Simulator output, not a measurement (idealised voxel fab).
Process module heading - voxel wiring stack
We display cut, a cross-section 190 nm in width whose square cells are each 5 nm.
Heads up, the way a cross-section reads in here is a grid of square cells, handed over as bands from the top down, with every band being one or more rows of cells.
Band: top height; bottom height; in nm. Then, left to right: material with width in nm, for each material. "full width": a single material spanning edge to edge. "air": empty space.
Where do heights start? At 0: under that level the wafer as delivered is made of one material only. And the lowest band has no floor; it just carries on downward, as in "0 -> down".
Note: "30->40" means the width goes from the first number (top row of the band) to the second number (bottom row) in equal steps per row of cells.
Step note "remained unchanged" = no cross-section cell changed.
The entry "Closed cavity list" lists the empty spaces that cover at least 8 cells and have no open path to the top. Each is written as width x height at distance, where the distance is measured from the left edge and all three values are in nm.
Heads up: the bit after the settings on a step's line is the simulator's remark on that step.
overlay nm: for a step with a mask, the amount by which the mask lay right of where it was planned; a negative amount means left of it.

# Steps in the process plan
1,RECEIVE, material Si
2,CONFORMAL_DEP, material SiO2, thk nm 10
3,CONFORMAL_DEP, material SiCN, thk nm 5
4,DIRECTIONAL_DEP, material lowk, thk nm 20
5,MASKED_ETCH, tone open, mask id METAL_1, width nm 25, pitch nm 40, etch materials lowk, depth nm 20, overlay nm 0
6,MASKED_ETCH, tone open, mask id METAL_1, width nm 25, pitch nm 40, etch materials SiCN, depth nm 5, overlay nm 0
7,CONFORMAL_DEP, material TiN, thk nm 5
8,FILL_DEP, material W, thk nm 10
9,CMP, height nm 35
10,CONFORMAL_DEP, material SiCN, thk nm 5
11,DIRECTIONAL_DEP, material lowk, thk nm 10
12,PATTERN, tone open, mask id PLUG_1, material resist, width nm 15, pitch nm 40, thk nm 20, overlay nm 0
13,DIRECTIONAL_ETCH, etch materials lowk, depth nm 10
14,DIRECTIONAL_ETCH, etch materials SiCN, depth nm 5
15,STRIP, etch materials resist
16,EPI, material Ru, thk nm 10
17,EPI, material Ru, thk nm 5
18,CONFORMAL_DEP, material SiCN, thk nm 5
19,DIRECTIONAL_DEP, material lowk, thk nm 15
20,DIRECTIONAL_DEP, material aC, thk nm 10
21,PATTERN, tone open, mask id METAL_2, material resist, width nm 25, pitch nm 40, thk nm 25, overlay nm 0
22,DIRECTIONAL_ETCH, etch materials aC, depth nm 10
23,STRIP, etch materials resist
24,DIRECTIONAL_ETCH, etch materials lowk, depth nm 15
25,DIRECTIONAL_ETCH, etch materials SiCN, depth nm 5
26,STRIP, etch materials aC
27,CONFORMAL_DEP, material TiN, thk nm 5
28,FILL_DEP, material Ru, thk nm 10
29,CMP, height nm 70
30,EPI, material Ru, thk nm 5
31,FILL_DEP, material SiCN, thk nm 5
32,DIRECTIONAL_DEP, material lowk, thk nm 30
33,MASKED_ETCH, tone open, mask id METAL_3, width nm 25, pitch nm 40, etch materials lowk, depth nm 20, overlay nm 0
34,DIRECTIONAL_DEP, material aC, thk nm 15
35,PATTERN, tone open, mask id METAL_3_HOLES, material resist, width nm 15, thk nm 35, overlay nm 0
36,DIRECTIONAL_ETCH, etch materials aC, depth nm 15
37,STRIP, etch materials resist
38,DIRECTIONAL_ETCH, etch materials lowk, depth nm 10
39,DIRECTIONAL_ETCH, etch materials SiCN, depth nm 5
40,STRIP, etch materials aC
41,CONFORMAL_DEP, material TiN, thk nm 5
42,FILL_DEP, material Ru, thk nm 5
43,CMP, height nm 110
44,CONFORMAL_DEP, material SiN, thk nm 5

# First wafer out of two, processed as planned

# Cross-section of the wafer upon arrival, representing the state reached after step 1
* 0 -> down  Si full width
* Closed cavity list: none

# How the wafer stands in section after step 2
* 10 -> 0  SiO2 full width
* Lower than 0, everything is as it was.

# How the wafer stands in section after step 3
* 15 -> 10  SiCN full width
* Lower than 10, everything is as it was.

# How the wafer stands in section after step 4
* 35 -> 15  lowk full width
* Lower than 15, everything is as it was.

# How the wafer stands in section after step 5
* 35 -> 15  60 of lowk, 25 of air, 15 of lowk, 25 of air, 65 of lowk
* Lower than 15, everything is as it was.

# How the wafer stands in section after step 6
* 35 -> 15  60 of lowk, 25 of air, 15 of lowk, 25 of air, 65 of lowk
* 15 -> 10  60 of SiCN, 25 of air, 15 of SiCN, 25 of air, 65 of SiCN
* Lower than 10, everything is as it was.

# How the wafer stands in section after step 7
* 40 -> 35  65 of TiN, 15 of air, 25 of TiN, 15 of air, 70 of TiN
* 35 -> 15  60 of lowk, 5 of TiN, 15 of air, 5 of TiN, 15 of lowk, 5 of TiN, 15 of air, 5 of TiN, 65 of lowk
* 15 -> 10  60 of SiCN, 25 of TiN, 15 of SiCN, 25 of TiN, 65 of SiCN
* Lower than 10, everything is as it was.

# How the wafer stands in section after step 8
* 50 -> 40  W full width
* 40 -> 35  65 of TiN, 15 of W, 25 of TiN, 15 of W, 70 of TiN
* 35 -> 15  60 of lowk, 5 of TiN, 15 of W, 5 of TiN, 15 of lowk, 5 of TiN, 15 of W, 5 of TiN, 65 of lowk
* Lower than 15, everything is as it was.

# How the wafer stands in section after step 9
* 35 -> 15  60 of lowk, 5 of TiN, 15 of W, 5 of TiN, 15 of lowk, 5 of TiN, 15 of W, 5 of TiN, 65 of lowk
* Lower than 15, everything is as it was.

# How the wafer stands in section after step 10
* 40 -> 35  SiCN full width
* Lower than 35, everything is as it was.

# How the wafer stands in section after step 11
* 50 -> 40  lowk full width
* Lower than 40, everything is as it was.

# How the wafer stands in section after step 12
* 70 -> 50  60 of resist, 15 of air, 25 of resist, 15 of air, 75 of resist
* Lower than 50, everything is as it was.

# How the wafer stands in section after step 13
* 70 -> 50  60 of resist, 15 of air, 25 of resist, 15 of air, 75 of resist
* 50 -> 40  60 of lowk, 15 of air, 25 of lowk, 15 of air, 75 of lowk
* Lower than 40, everything is as it was.

# How the wafer stands in section after step 14
* 70 -> 50  60 of resist, 15 of air, 25 of resist, 15 of air, 75 of resist
* 50 -> 40  60 of lowk, 15 of air, 25 of lowk, 15 of air, 75 of lowk
* 40 -> 35  60 of SiCN, 15 of air, 25 of SiCN, 15 of air, 75 of SiCN
* Lower than 35, everything is as it was.

# How the wafer stands in section after step 15
* 50 -> 40  60 of lowk, 15 of air, 25 of lowk, 15 of air, 75 of lowk
* Lower than 40, everything is as it was.

# How the wafer stands in section after step 16
* 50 -> 45  60 of lowk, 15 of air, 25 of lowk, 15 of air, 75 of lowk
* 45 -> 40  60 of lowk, 15 of Ru, 25 of lowk, 15 of Ru, 75 of lowk
* 40 -> 35  60 of SiCN, 15 of Ru, 25 of SiCN, 15 of Ru, 75 of SiCN
* Lower than 35, everything is as it was.

# How the wafer stands in section after step 17
* 50 -> 40  60 of lowk, 15 of Ru, 25 of lowk, 15 of Ru, 75 of lowk
* Lower than 40, everything is as it was.

# How the wafer stands in section after step 18
* 55 -> 50  SiCN full width
* Lower than 50, everything is as it was.

# How the wafer stands in section after step 19
* 70 -> 55  lowk full width
* Lower than 55, everything is as it was.

# How the wafer stands in section after step 20
* 80 -> 70  aC full width
* Lower than 70, everything is as it was.

# How the wafer stands in section after step 21
* 105 -> 80  60 of resist, 25 of air, 15 of resist, 25 of air, 65 of resist
* Lower than 80, everything is as it was.

# How the wafer stands in section after step 22
* 95 -> 80  60 of resist, 25 of air, 15 of resist, 25 of air, 65 of resist
* 80 -> 70  60 of aC, 25 of air, 15 of aC, 25 of air, 65 of aC
* Lower than 70, everything is as it was.

# How the wafer stands in section after step 23
* 80 -> 70  60 of aC, 25 of air, 15 of aC, 25 of air, 65 of aC
* Lower than 70, everything is as it was.

# How the wafer stands in section after step 24
* 80 -> 70  60 of aC, 25 of air, 15 of aC, 25 of air, 65 of aC
* 70 -> 55  60 of lowk, 25 of air, 15 of lowk, 25 of air, 65 of lowk
* Lower than 55, everything is as it was.

# How the wafer stands in section after step 25
* 80 -> 70  60 of aC, 25 of air, 15 of aC, 25 of air, 65 of aC
* 70 -> 55  60 of lowk, 25 of air, 15 of lowk, 25 of air, 65 of lowk
* 55 -> 50  60 of SiCN, 25 of air, 15 of SiCN, 25 of air, 65 of SiCN
* Lower than 50, everything is as it was.

# How the wafer stands in section after step 26
* 70 -> 55  60 of lowk, 25 of air, 15 of lowk, 25 of air, 65 of lowk
* Lower than 55, everything is as it was.

# How the wafer stands in section after step 27
* 75 -> 70  65 of TiN, 15 of air, 25 of TiN, 15 of air, 70 of TiN
* 70 -> 55  60 of lowk, 5 of TiN, 15 of air, 5 of TiN, 15 of lowk, 5 of TiN, 15 of air, 5 of TiN, 65 of lowk
* 55 -> 50  60 of SiCN, 25 of TiN, 15 of SiCN, 25 of TiN, 65 of SiCN
* Lower than 50, everything is as it was.

# How the wafer stands in section after step 28
* 85 -> 75  Ru full width
* 75 -> 70  65 of TiN, 15 of Ru, 25 of TiN, 15 of Ru, 70 of TiN
* 70 -> 55  60 of lowk, 5 of TiN, 15 of Ru, 5 of TiN, 15 of lowk, 5 of TiN, 15 of Ru, 5 of TiN, 65 of lowk
* Lower than 55, everything is as it was.

# How the wafer stands in section after step 29
* 70 -> 55  60 of lowk, 5 of TiN, 15 of Ru, 5 of TiN, 15 of lowk, 5 of TiN, 15 of Ru, 5 of TiN, 65 of lowk
* Lower than 55, everything is as it was.

# How the wafer stands in section after step 30
* 75 -> 70  55 of air, 35 of Ru, 5 of air, 35 of Ru, 60 of air
* Lower than 70, everything is as it was.

# How the wafer stands in section after step 31
* 80 -> 75  SiCN full width
* 75 -> 70  55 of SiCN, 35 of Ru, 5 of SiCN, 35 of Ru, 60 of SiCN
* Lower than 70, everything is as it was.

# How the wafer stands in section after step 32
* 110 -> 80  lowk full width
* Lower than 80, everything is as it was.

# How the wafer stands in section after step 33
* 110 -> 90  60 of lowk, 25 of air, 15 of lowk, 25 of air, 65 of lowk
* Lower than 90, everything is as it was.

# How the wafer stands in section after step 34
* 125 -> 110  60 of aC, 25 of air, 15 of aC, 25 of air, 65 of aC
* 110 -> 105  60 of lowk, 25 of air, 15 of lowk, 25 of air, 65 of lowk
* 105 -> 90  60 of lowk, 25 of aC, 15 of lowk, 25 of aC, 65 of lowk
* Lower than 90, everything is as it was.

# How the wafer stands in section after step 35
* 160 -> 125  60 of resist, 15 of air, 115 of resist
* 125 -> 110  60 of aC, 15 of air, 10 of resist, 15 of aC, 25 of resist, 65 of aC
* 110 -> 105  60 of lowk, 15 of air, 10 of resist, 15 of lowk, 25 of resist, 65 of lowk
* Lower than 105, everything is as it was.

# How the wafer stands in section after step 36
* 145 -> 125  60 of resist, 15 of air, 115 of resist
* 125 -> 110  60 of aC, 15 of air, 10 of resist, 15 of aC, 25 of resist, 65 of aC
* 110 -> 105  60 of lowk, 15 of air, 10 of resist, 15 of lowk, 25 of resist, 65 of lowk
* 105 -> 90  60 of lowk, 15 of air, 10 of aC, 15 of lowk, 25 of aC, 65 of lowk
* Lower than 90, everything is as it was.

# How the wafer stands in section after step 37
* 125 -> 110  60 of aC, 25 of air, 15 of aC, 25 of air, 65 of aC
* 110 -> 105  60 of lowk, 25 of air, 15 of lowk, 25 of air, 65 of lowk
* Lower than 105, everything is as it was.

# How the wafer stands in section after step 38
* 125 -> 110  60 of aC, 25 of air, 15 of aC, 25 of air, 65 of aC
* 110 -> 105  60 of lowk, 25 of air, 15 of lowk, 25 of air, 65 of lowk
* 105 -> 90  60 of lowk, 15 of air, 10 of aC, 15 of lowk, 25 of aC, 65 of lowk
* 90 -> 80  60 of lowk, 15 of air, 115 of lowk
* Lower than 80, everything is as it was.

# How the wafer stands in section after step 39
* 125 -> 110  60 of aC, 25 of air, 15 of aC, 25 of air, 65 of aC
* 110 -> 105  60 of lowk, 25 of air, 15 of lowk, 25 of air, 65 of lowk
* 105 -> 90  60 of lowk, 15 of air, 10 of aC, 15 of lowk, 25 of aC, 65 of lowk
* 90 -> 80  60 of lowk, 15 of air, 115 of lowk
* 80 -> 75  60 of SiCN, 15 of air, 115 of SiCN
* Lower than 75, everything is as it was.

# How the wafer stands in section after step 40
* 110 -> 90  60 of lowk, 25 of air, 15 of lowk, 25 of air, 65 of lowk
* Lower than 90, everything is as it was.

# How the wafer stands in section after step 41
* 115 -> 110  65 of TiN, 15 of air, 25 of TiN, 15 of air, 70 of TiN
* 110 -> 95  60 of lowk, 5 of TiN, 15 of air, 5 of TiN, 15 of lowk, 5 of TiN, 15 of air, 5 of TiN, 65 of lowk
* 95 -> 90  60 of lowk, 5 of TiN, 5 of air, 15 of TiN, 15 of lowk, 25 of TiN, 65 of lowk
* 90 -> 80  60 of lowk, 5 of TiN, 5 of air, 5 of TiN, 115 of lowk
* 80 -> 75  60 of SiCN, 15 of TiN, 115 of SiCN
* Lower than 75, everything is as it was.

# How the wafer stands in section after step 42
* 120 -> 115  Ru full width
* 115 -> 110  65 of TiN, 15 of Ru, 25 of TiN, 15 of Ru, 70 of TiN
* 110 -> 95  60 of lowk, 5 of TiN, 15 of Ru, 5 of TiN, 15 of lowk, 5 of TiN, 15 of Ru, 5 of TiN, 65 of lowk
* 95 -> 90  60 of lowk, 5 of TiN, 5 of Ru, 15 of TiN, 15 of lowk, 25 of TiN, 65 of lowk
* 90 -> 80  60 of lowk, 5 of TiN, 5 of Ru, 5 of TiN, 115 of lowk
* Lower than 80, everything is as it was.

# How the wafer stands in section after step 43
* 110 -> 95  60 of lowk, 5 of TiN, 15 of Ru, 5 of TiN, 15 of lowk, 5 of TiN, 15 of Ru, 5 of TiN, 65 of lowk
* Lower than 95, everything is as it was.

# How the wafer stands in section after step 44
* 115 -> 110  SiN full width
* Lower than 110, everything is as it was.

# Wafer two of the pair: same origin, same plan, one error during the run; identical to wafer one up to and including step 1

# Cross-sectional representation of the second wafer at the time designated in the plan for the completion of step 2
* 5 -> 0  SiCN full width
* Lower than 0, everything is as it was.

# Cross-sectional representation of the second wafer at the time designated in the plan for the completion of step 3
* 15 -> 5  SiO2 full width
* Lower than 5, everything is as it was.

# Cross-sectional representation of the second wafer at the time designated in the plan for the completion of step 4
* 35 -> 15  lowk full width
* Lower than 15, everything is as it was.

# Cross-sectional representation of the second wafer at the time designated in the plan for the completion of step 5
* 35 -> 15  60 of lowk, 25 of air, 15 of lowk, 25 of air, 65 of lowk
* Lower than 15, everything is as it was.

Cross-sectional representation of the second wafer at the time designated in the plan for the completion of step 6: remained unchanged

# Cross-sectional representation of the second wafer at the time designated in the plan for the completion of step 7
* 40 -> 35  65 of TiN, 15 of air, 25 of TiN, 15 of air, 70 of TiN
* 35 -> 20  60 of lowk, 5 of TiN, 15 of air, 5 of TiN, 15 of lowk, 5 of TiN, 15 of air, 5 of TiN, 65 of lowk
* 20 -> 15  60 of lowk, 25 of TiN, 15 of lowk, 25 of TiN, 65 of lowk
* Lower than 15, everything is as it was.

# Cross-sectional representation of the second wafer at the time designated in the plan for the completion of step 8
* 50 -> 40  W full width
* 40 -> 35  65 of TiN, 15 of W, 25 of TiN, 15 of W, 70 of TiN
* 35 -> 20  60 of lowk, 5 of TiN, 15 of W, 5 of TiN, 15 of lowk, 5 of TiN, 15 of W, 5 of TiN, 65 of lowk
* Lower than 20, everything is as it was.

# Cross-sectional representation of the second wafer at the time designated in the plan for the completion of step 9
* 35 -> 20  60 of lowk, 5 of TiN, 15 of W, 5 of TiN, 15 of lowk, 5 of TiN, 15 of W, 5 of TiN, 65 of lowk
* Lower than 20, everything is as it was.

# Cross-sectional representation of the second wafer at the time designated in the plan for the completion of step 10
* 40 -> 35  SiCN full width
* Lower than 35, everything is as it was.

# Cross-sectional representation of the second wafer at the time designated in the plan for the completion of step 11
* 50 -> 40  lowk full width
* Lower than 40, everything is as it was.

# Cross-sectional representation of the second wafer at the time designated in the plan for the completion of step 12
* 70 -> 50  60 of resist, 15 of air, 25 of resist, 15 of air, 75 of resist
* Lower than 50, everything is as it was.

# Cross-sectional representation of the second wafer at the time designated in the plan for the completion of step 13
* 70 -> 50  60 of resist, 15 of air, 25 of resist, 15 of air, 75 of resist
* 50 -> 40  60 of lowk, 15 of air, 25 of lowk, 15 of air, 75 of lowk
* Lower than 40, everything is as it was.

# Cross-sectional representation of the second wafer at the time designated in the plan for the completion of step 14
* 70 -> 50  60 of resist, 15 of air, 25 of resist, 15 of air, 75 of resist
* 50 -> 40  60 of lowk, 15 of air, 25 of lowk, 15 of air, 75 of lowk
* 40 -> 35  60 of SiCN, 15 of air, 25 of SiCN, 15 of air, 75 of SiCN
* Lower than 35, everything is as it was.

# Cross-sectional representation of the second wafer at the time designated in the plan for the completion of step 15
* 50 -> 40  60 of lowk, 15 of air, 25 of lowk, 15 of air, 75 of lowk
* Lower than 40, everything is as it was.

# Cross-sectional representation of the second wafer at the time designated in the plan for the completion of step 16
* 50 -> 45  60 of lowk, 15 of air, 25 of lowk, 15 of air, 75 of lowk
* 45 -> 40  60 of lowk, 15 of Ru, 25 of lowk, 15 of Ru, 75 of lowk
* 40 -> 35  60 of SiCN, 15 of Ru, 25 of SiCN, 15 of Ru, 75 of SiCN
* Lower than 35, everything is as it was.

# Cross-sectional representation of the second wafer at the time designated in the plan for the completion of step 17
* 50 -> 40  60 of lowk, 15 of Ru, 25 of lowk, 15 of Ru, 75 of lowk
* Lower than 40, everything is as it was.

# Cross-sectional representation of the second wafer at the time designated in the plan for the completion of step 18
* 55 -> 50  SiCN full width
* Lower than 50, everything is as it was.

# Cross-sectional representation of the second wafer at the time designated in the plan for the completion of step 19
* 70 -> 55  lowk full width
* Lower than 55, everything is as it was.

# Cross-sectional representation of the second wafer at the time designated in the plan for the completion of step 20
* 80 -> 70  aC full width
* Lower than 70, everything is as it was.

# Cross-sectional representation of the second wafer at the time designated in the plan for the completion of step 21
* 105 -> 80  60 of resist, 25 of air, 15 of resist, 25 of air, 65 of resist
* Lower than 80, everything is as it was.

# Cross-sectional representation of the second wafer at the time designated in the plan for the completion of step 22
* 95 -> 80  60 of resist, 25 of air, 15 of resist, 25 of air, 65 of resist
* 80 -> 70  60 of aC, 25 of air, 15 of aC, 25 of air, 65 of aC
* Lower than 70, everything is as it was.

# Cross-sectional representation of the second wafer at the time designated in the plan for the completion of step 23
* 80 -> 70  60 of aC, 25 of air, 15 of aC, 25 of air, 65 of aC
* Lower than 70, everything is as it was.

# Cross-sectional representation of the second wafer at the time designated in the plan for the completion of step 24
* 80 -> 70  60 of aC, 25 of air, 15 of aC, 25 of air, 65 of aC
* 70 -> 55  60 of lowk, 25 of air, 15 of lowk, 25 of air, 65 of lowk
* Lower than 55, everything is as it was.

# Cross-sectional representation of the second wafer at the time designated in the plan for the completion of step 25
* 80 -> 70  60 of aC, 25 of air, 15 of aC, 25 of air, 65 of aC
* 70 -> 55  60 of lowk, 25 of air, 15 of lowk, 25 of air, 65 of lowk
* 55 -> 50  60 of SiCN, 25 of air, 15 of SiCN, 25 of air, 65 of SiCN
* Lower than 50, everything is as it was.

# Cross-sectional representation of the second wafer at the time designated in the plan for the completion of step 26
* 70 -> 55  60 of lowk, 25 of air, 15 of lowk, 25 of air, 65 of lowk
* Lower than 55, everything is as it was.

# Cross-sectional representation of the second wafer at the time designated in the plan for the completion of step 27
* 75 -> 70  65 of TiN, 15 of air, 25 of TiN, 15 of air, 70 of TiN
* 70 -> 55  60 of lowk, 5 of TiN, 15 of air, 5 of TiN, 15 of lowk, 5 of TiN, 15 of air, 5 of TiN, 65 of lowk
* 55 -> 50  60 of SiCN, 25 of TiN, 15 of SiCN, 25 of TiN, 65 of SiCN
* Lower than 50, everything is as it was.

# Cross-sectional representation of the second wafer at the time designated in the plan for the completion of step 28
* 85 -> 75  Ru full width
* 75 -> 70  65 of TiN, 15 of Ru, 25 of TiN, 15 of Ru, 70 of TiN
* 70 -> 55  60 of lowk, 5 of TiN, 15 of Ru, 5 of TiN, 15 of lowk, 5 of TiN, 15 of Ru, 5 of TiN, 65 of lowk
* Lower than 55, everything is as it was.

# Cross-sectional representation of the second wafer at the time designated in the plan for the completion of step 29
* 70 -> 55  60 of lowk, 5 of TiN, 15 of Ru, 5 of TiN, 15 of lowk, 5 of TiN, 15 of Ru, 5 of TiN, 65 of lowk
* Lower than 55, everything is as it was.

# Cross-sectional representation of the second wafer at the time designated in the plan for the completion of step 30
* 75 -> 70  55 of air, 35 of Ru, 5 of air, 35 of Ru, 60 of air
* Lower than 70, everything is as it was.

# Cross-sectional representation of the second wafer at the time designated in the plan for the completion of step 31
* 80 -> 75  SiCN full width
* 75 -> 70  55 of SiCN, 35 of Ru, 5 of SiCN, 35 of Ru, 60 of SiCN
* Lower than 70, everything is as it was.

# Cross-sectional representation of the second wafer at the time designated in the plan for the completion of step 32
* 110 -> 80  lowk full width
* Lower than 80, everything is as it was.

# Cross-sectional representation of the second wafer at the time designated in the plan for the completion of step 33
* 110 -> 90  60 of lowk, 25 of air, 15 of lowk, 25 of air, 65 of lowk
* Lower than 90, everything is as it was.

# Cross-sectional representation of the second wafer at the time designated in the plan for the completion of step 34
* 125 -> 110  60 of aC, 25 of air, 15 of aC, 25 of air, 65 of aC
* 110 -> 105  60 of lowk, 25 of air, 15 of lowk, 25 of air, 65 of lowk
* 105 -> 90  60 of lowk, 25 of aC, 15 of lowk, 25 of aC, 65 of lowk
* Lower than 90, everything is as it was.

# Cross-sectional representation of the second wafer at the time designated in the plan for the completion of step 35
* 160 -> 125  60 of resist, 15 of air, 115 of resist
* 125 -> 110  60 of aC, 15 of air, 10 of resist, 15 of aC, 25 of resist, 65 of aC
* 110 -> 105  60 of lowk, 15 of air, 10 of resist, 15 of lowk, 25 of resist, 65 of lowk
* Lower than 105, everything is as it was.

# Cross-sectional representation of the second wafer at the time designated in the plan for the completion of step 36
* 145 -> 125  60 of resist, 15 of air, 115 of resist
* 125 -> 110  60 of aC, 15 of air, 10 of resist, 15 of aC, 25 of resist, 65 of aC
* 110 -> 105  60 of lowk, 15 of air, 10 of resist, 15 of lowk, 25 of resist, 65 of lowk
* 105 -> 90  60 of lowk, 15 of air, 10 of aC, 15 of lowk, 25 of aC, 65 of lowk
* Lower than 90, everything is as it was.

# Cross-sectional representation of the second wafer at the time designated in the plan for the completion of step 37
* 125 -> 110  60 of aC, 25 of air, 15 of aC, 25 of air, 65 of aC
* 110 -> 105  60 of lowk, 25 of air, 15 of lowk, 25 of air, 65 of lowk
* Lower than 105, everything is as it was.

# Cross-sectional representation of the second wafer at the time designated in the plan for the completion of step 38
* 125 -> 110  60 of aC, 25 of air, 15 of aC, 25 of air, 65 of aC
* 110 -> 105  60 of lowk, 25 of air, 15 of lowk, 25 of air, 65 of lowk
* 105 -> 90  60 of lowk, 15 of air, 10 of aC, 15 of lowk, 25 of aC, 65 of lowk
* 90 -> 80  60 of lowk, 15 of air, 115 of lowk
* Lower than 80, everything is as it was.

# Cross-sectional representation of the second wafer at the time designated in the plan for the completion of step 39
* 125 -> 110  60 of aC, 25 of air, 15 of aC, 25 of air, 65 of aC
* 110 -> 105  60 of lowk, 25 of air, 15 of lowk, 25 of air, 65 of lowk
* 105 -> 90  60 of lowk, 15 of air, 10 of aC, 15 of lowk, 25 of aC, 65 of lowk
* 90 -> 80  60 of lowk, 15 of air, 115 of lowk
* 80 -> 75  60 of SiCN, 15 of air, 115 of SiCN
* Lower than 75, everything is as it was.

# Cross-sectional representation of the second wafer at the time designated in the plan for the completion of step 40
* 110 -> 90  60 of lowk, 25 of air, 15 of lowk, 25 of air, 65 of lowk
* Lower than 90, everything is as it was.

# Cross-sectional representation of the second wafer at the time designated in the plan for the completion of step 41
* 115 -> 110  65 of TiN, 15 of air, 25 of TiN, 15 of air, 70 of TiN
* 110 -> 95  60 of lowk, 5 of TiN, 15 of air, 5 of TiN, 15 of lowk, 5 of TiN, 15 of air, 5 of TiN, 65 of lowk
* 95 -> 90  60 of lowk, 5 of TiN, 5 of air, 15 of TiN, 15 of lowk, 25 of TiN, 65 of lowk
* 90 -> 80  60 of lowk, 5 of TiN, 5 of air, 5 of TiN, 115 of lowk
* 80 -> 75  60 of SiCN, 15 of TiN, 115 of SiCN
* Lower than 75, everything is as it was.

# Cross-sectional representation of the second wafer at the time designated in the plan for the completion of step 42
* 120 -> 115  Ru full width
* 115 -> 110  65 of TiN, 15 of Ru, 25 of TiN, 15 of Ru, 70 of TiN
* 110 -> 95  60 of lowk, 5 of TiN, 15 of Ru, 5 of TiN, 15 of lowk, 5 of TiN, 15 of Ru, 5 of TiN, 65 of lowk
* 95 -> 90  60 of lowk, 5 of TiN, 5 of Ru, 15 of TiN, 15 of lowk, 25 of TiN, 65 of lowk
* 90 -> 80  60 of lowk, 5 of TiN, 5 of Ru, 5 of TiN, 115 of lowk
* Lower than 80, everything is as it was.

# Cross-sectional representation of the second wafer at the time designated in the plan for the completion of step 43
* 110 -> 95  60 of lowk, 5 of TiN, 15 of Ru, 5 of TiN, 15 of lowk, 5 of TiN, 15 of Ru, 5 of TiN, 65 of lowk
* Lower than 95, everything is as it was.

# Cross-sectional representation of the second wafer at the time designated in the plan for the completion of step 44
* 115 -> 110  SiN full width
* Lower than 110, everything is as it was.
So what did we get wrong on this run? steps 2 and 3 of the plan were each performed in the slot designated for the other
At the finish, the second wafer shows more or fewer cells for some materials than the first does: SiCN +10; TiN -4; W -6
